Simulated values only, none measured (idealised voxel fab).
Title: Process Module voxel fin reveal
Shown is cross-section cut, with a width of 245 nm and square cells of size 5 nm.
Throughout this document, each cross-section is represented as a grid of square cells and is presented as a sequence of bands enumerated from the top downward, where a band comprises one or more rows of cells. Band: top height; bottom height; in nm. Then, left to right: material with width in nm, for each material. "all across": a single material spanning edge to edge. "empty": empty space. A quick word on heights: they are counted from 0, and under that level the wafer as it came to us is one material throughout. The lowest band is different from the rest in having no bottom; it simply continues downward, written as in "0..down". Graded width ("30 to 40"): value in top row of band = first number; value in bottom row = second number; row-to-row change constant. The designation "identical to before", where it is given for a processing step, indicates that no cell of the cross-section was altered in the course of that step. Closed-off voids of 8+ cells (no open route to the top) go in "Unvented voids", written width x height at distance from the left edge, in nm. Formally, on a step line, whatever follows the settings is a remark that the simulator itself makes on the step. For masked steps, "overlay nm" on the step line gives how far right of plan the mask actually lay; a minus sign means it lay to the left.

PROCESS STEPS - PLAN
1 RECEIVE [material Si]
2 CONFORMAL_DEP [material SiN] [thk nm 10]
3 MASKED_ETCH [tone cover] [mask id FINS] [width nm 15] [pitch nm 40] [etch materials SiN] [depth nm 10] [overlay nm 0]
4 MASKED_ETCH [tone cover] [mask id FINS] [width nm 15] [pitch nm 40] [etch materials Si] [depth nm 35] [overlay nm 0]
5 OXIDIZE [depth nm 5]
6 FILL_DEP [material SiO2] [thk nm 15]
7 CMP [height nm 10]
8 SELECTIVE_ETCH [etch materials SiO2] [depth nm 20]
9 STRIP [etch materials SiN]
10 CONFORMAL_DEP [material HfO2] [thk nm 5]

ON THE FIRST OF THE TWO WAFERS: RUN CONDUCTED ACCORDING TO PLAN

CROSS-SECTIONAL VIEW OF THE WAFER IN ITS AS-RECEIVED CONDITION, CORRESPONDING TO THE STATE AFTER STEP 1
    0..down  Si all across
    Unvented voids: none

STEP 2 DONE - WAFER CROSS-SECTION
    10..0  SiN all across
    Everything under 0 stays put, no change at all.

STEP 3 DONE - WAFER CROSS-SECTION
    10..0  55 of empty / 15 of SiN / 25 of empty / 15 of SiN / 25 of empty / 15 of SiN / 25 of empty / 15 of SiN / 55 of empty
    Everything under 0 stays put, no change at all.

STEP 4 DONE - WAFER CROSS-SECTION
    10..0  55 of empty / 15 of SiN / 25 of empty / 15 of SiN / 25 of empty / 15 of SiN / 25 of empty / 15 of SiN / 55 of empty
    0..-35  55 of empty / 15 of Si / 25 of empty / 15 of Si / 25 of empty / 15 of Si / 25 of empty / 15 of Si / 55 of empty
    Everything under -35 stays put, no change at all.

STEP 5 DONE - WAFER CROSS-SECTION
    10..0  55 of empty / 15 of SiN / 25 of empty / 15 of SiN / 25 of empty / 15 of SiN / 25 of empty / 15 of SiN / 55 of empty
    0..-35  55 of empty / 5 of SiO2 / 5 of Si / 5 of SiO2 / 25 of empty / 5 of SiO2 / 5 of Si / 5 of SiO2 / 25 of empty / 5 of SiO2 / 5 of Si / 5 of SiO2 / 25 of empty / 5 of SiO2 / 5 of Si / 5 of SiO2 / 55 of empty
    -35..-40  60 of SiO2 / 5 of Si / 35 of SiO2 / 5 of Si / 35 of SiO2 / 5 of Si / 35 of SiO2 / 5 of Si / 60 of SiO2
    Everything under -40 stays put, no change at all.

STEP 6 DONE - WAFER CROSS-SECTION
    25..10  SiO2 all across
    10..0  55 of SiO2 / 15 of SiN / 25 of SiO2 / 15 of SiN / 25 of SiO2 / 15 of SiN / 25 of SiO2 / 15 of SiN / 55 of SiO2
    0..-40  60 of SiO2 / 5 of Si / 35 of SiO2 / 5 of Si / 35 of SiO2 / 5 of Si / 35 of SiO2 / 5 of Si / 60 of SiO2
    Everything under -40 stays put, no change at all.

STEP 7 DONE - WAFER CROSS-SECTION
    10..0  55 of SiO2 / 15 of SiN / 25 of SiO2 / 15 of SiN / 25 of SiO2 / 15 of SiN / 25 of SiO2 / 15 of SiN / 55 of SiO2
    Everything under 0 stays put, no change at all.

STEP 8 DONE - WAFER CROSS-SECTION
    10..0  55 of empty / 15 of SiN / 25 of empty / 15 of SiN / 25 of empty / 15 of SiN / 25 of empty / 15 of SiN / 55 of empty
    0..-10  60 of empty / 5 of Si / 35 of empty / 5 of Si / 35 of empty / 5 of Si / 35 of empty / 5 of Si / 60 of empty
    Everything under -10 stays put, no change at all.

STEP 9 DONE - WAFER CROSS-SECTION
    0..-10  60 of empty / 5 of Si / 35 of empty / 5 of Si / 35 of empty / 5 of Si / 35 of empty / 5 of Si / 60 of empty
    Everything under -10 stays put, no change at all.

STEP 10 DONE - WAFER CROSS-SECTION
    5..0  55 of empty / 15 of HfO2 / 25 of empty / 15 of HfO2 / 25 of empty / 15 of HfO2 / 25 of empty / 15 of HfO2 / 55 of empty
    0..-5  55 of empty / 5 of HfO2 / 5 of Si / 5 of HfO2 / 25 of empty / 5 of HfO2 / 5 of Si / 5 of HfO2 / 25 of empty / 5 of HfO2 / 5 of Si / 5 of HfO2 / 25 of empty / 5 of HfO2 / 5 of Si / 5 of HfO2 / 55 of empty
    -5..-10  60 of HfO2 / 5 of Si / 35 of HfO2 / 5 of Si / 35 of HfO2 / 5 of Si / 35 of HfO2 / 5 of Si / 60 of HfO2
    Everything under -10 stays put, no change at all.

THE SECOND WAFER: COMMON ORIGIN AND PLAN, ONE MISTAKE IN EXECUTION, IDENTICAL TO THE FIRST THROUGH STEP 7

CROSS-SECTION OF THE SECOND WAFER AT THE TIME STEP 8 OF THE PLAN SHOULD HAVE ENDED
    10..0  55 of empty / 15 of SiN / 25 of empty / 15 of SiN / 25 of empty / 15 of SiN / 25 of empty / 15 of SiN / 55 of empty
    0..-30  60 of empty / 5 of Si / 35 of empty / 5 of Si / 35 of empty / 5 of Si / 35 of empty / 5 of Si / 60 of empty
    Everything under -30 stays put, no change at all.

CROSS-SECTION OF THE SECOND WAFER AT THE TIME STEP 9 OF THE PLAN SHOULD HAVE ENDED
    0..-30  60 of empty / 5 of Si / 35 of empty / 5 of Si / 35 of empty / 5 of Si / 35 of empty / 5 of Si / 60 of empty
    Everything under -30 stays put, no change at all.

CROSS-SECTION OF THE SECOND WAFER AT THE TIME STEP 10 OF THE PLAN SHOULD HAVE ENDED
    5..0  55 of empty / 15 of HfO2 / 25 of empty / 15 of HfO2 / 25 of empty / 15 of HfO2 / 25 of empty / 15 of HfO2 / 55 of empty
    0..-25  55 of empty / 5 of HfO2 / 5 of Si / 5 of HfO2 / 25 of empty / 5 of HfO2 / 5 of Si / 5 of HfO2 / 25 of empty / 5 of HfO2 / 5 of Si / 5 of HfO2 / 25 of empty / 5 of HfO2 / 5 of Si / 5 of HfO2 / 55 of empty
    -25..-30  60 of HfO2 / 5 of Si / 35 of HfO2 / 5 of Si / 35 of HfO2 / 5 of Si / 35 of HfO2 / 5 of Si / 60 of HfO2
    Everything under -30 stays put, no change at all.
Where did the run depart from the plan? heads up, step 8 of the plan got done twice
Final tally in cells, some materials are higher or lower on the second wafer than on the first: +32 HfO2 | -180 SiO2
